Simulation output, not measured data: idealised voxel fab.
process module | voxel gate over fins
cross-section cut | 230 nm wide | cells 5 nm
A cross-section is a grid of square cells, given in bands from the top down. A band is one or more rows of cells.
Each band's line starts with the height of the band's top and of its bottom, in nm. Then come its materials from left to right, each with its width in nm. One material with "throughout" fills the band from edge to edge. "air" is empty space.
Height 0 is the level under which the wafer as received is all one material. The lowest band goes on downwards, as in "0 down".
A width such as "30 to 40" changes by the same amount from each row of cells to the next, from the band's top row to its bottom row.
"no change" after a step means that no cell of the cross-section changed.
closed voids: empty space of 8 cells or more with no open way to the top, each as width x height at its distance from the left edge, in nm
after a step's settings: what the simulator itself notes on the step
overlay nm, on a step with a mask: how far to the right of its planned place the mask lay; to the left if negative
plan
1 op RECEIVE | material Si
2 op CONFORMAL_DEP | material SiN | thk nm 10
3 op MASKED_ETCH | tone cover | mask id FINS | width nm 15 | pitch nm 40 | etch materials SiN | depth nm 10 | overlay nm 0
4 op MASKED_ETCH | tone cover | mask id FINS | width nm 15 | pitch nm 40 | etch materials Si | depth nm 30 | overlay nm 0
5 op OXIDIZE | depth nm 5
6 op FILL_DEP | material SiO2 | thk nm 5
7 op CMP | height nm 10
8 op SELECTIVE_ETCH | etch materials SiO2 | depth nm 25
9 op STRIP | etch materials SiN
10 op CONFORMAL_DEP | material HfO2 | thk nm 5
11 op CONFORMAL_DEP | material TiN | thk nm 5
12 op FILL_DEP | material W | thk nm 10
13 op CMP | height nm 15
14 op CONFORMAL_DEP | material SiCN | thk nm 10
as received, after step 1
  0 down: Si throughout
  closed voids: none
first wafer at the end, as planned
  25 to 15: SiCN throughout
  15 to 10: W throughout
  10 to 5: W 80 | TiN 25 | W 15 | TiN 25 | W 85
  5 to 0: W 80 | TiN 5 | HfO2 15 | TiN 5 | W 15 | TiN 5 | HfO2 15 | TiN 5 | W 85
  0 to -5: W 80 | TiN 5 | HfO2 5 | Si 5 | HfO2 5 | TiN 5 | W 15 | TiN 5 | HfO2 5 | Si 5 | HfO2 5 | TiN 5 | W 85
  -5 to -10: TiN 85 | HfO2 5 | Si 5 | HfO2 5 | TiN 25 | HfO2 5 | Si 5 | HfO2 5 | TiN 90
  -10 to -15: HfO2 90 | Si 5 | HfO2 35 | Si 5 | HfO2 95
  -15 to -35: SiO2 90 | Si 5 | SiO2 35 | Si 5 | SiO2 95
  -35 down: Si throughout
  closed voids: none
second wafer at the end: like start, like plan, one mistake
  25 to 15: SiCN throughout
  15 to 10: W throughout
  10 to 5: W 80 | TiN 30 | W 10 | TiN 30 | W 80
  5 to 0: W 80 | TiN 5 | HfO2 20 | TiN 5 | W 10 | TiN 5 | HfO2 20 | TiN 5 | W 80
  0 to -5: W 80 | TiN 5 | HfO2 5 | Si 10 | HfO2 5 | TiN 5 | W 10 | TiN 5 | HfO2 5 | Si 10 | HfO2 5 | TiN 5 | W 80
  -5 to -10: TiN 85 | HfO2 5 | Si 10 | HfO2 5 | TiN 20 | HfO2 5 | Si 10 | HfO2 5 | TiN 85
  -10 to -15: HfO2 90 | Si 10 | HfO2 30 | Si 10 | HfO2 90
  -15 to -35: SiO2 90 | Si 10 | SiO2 30 | Si 10 | SiO2 90
  -35 down: Si throughout
  closed voids: none
what went wrong: step 3 ran as: op MASKED_ETCH | tone cover | mask id FINS | width nm 20 | pitch nm 40 | etch materials SiN | depth nm 10 | overlay nm 0
at the end the second wafer has, in cells: 14 more of Si | 8 fewer of SiO2 | 6 fewer of W
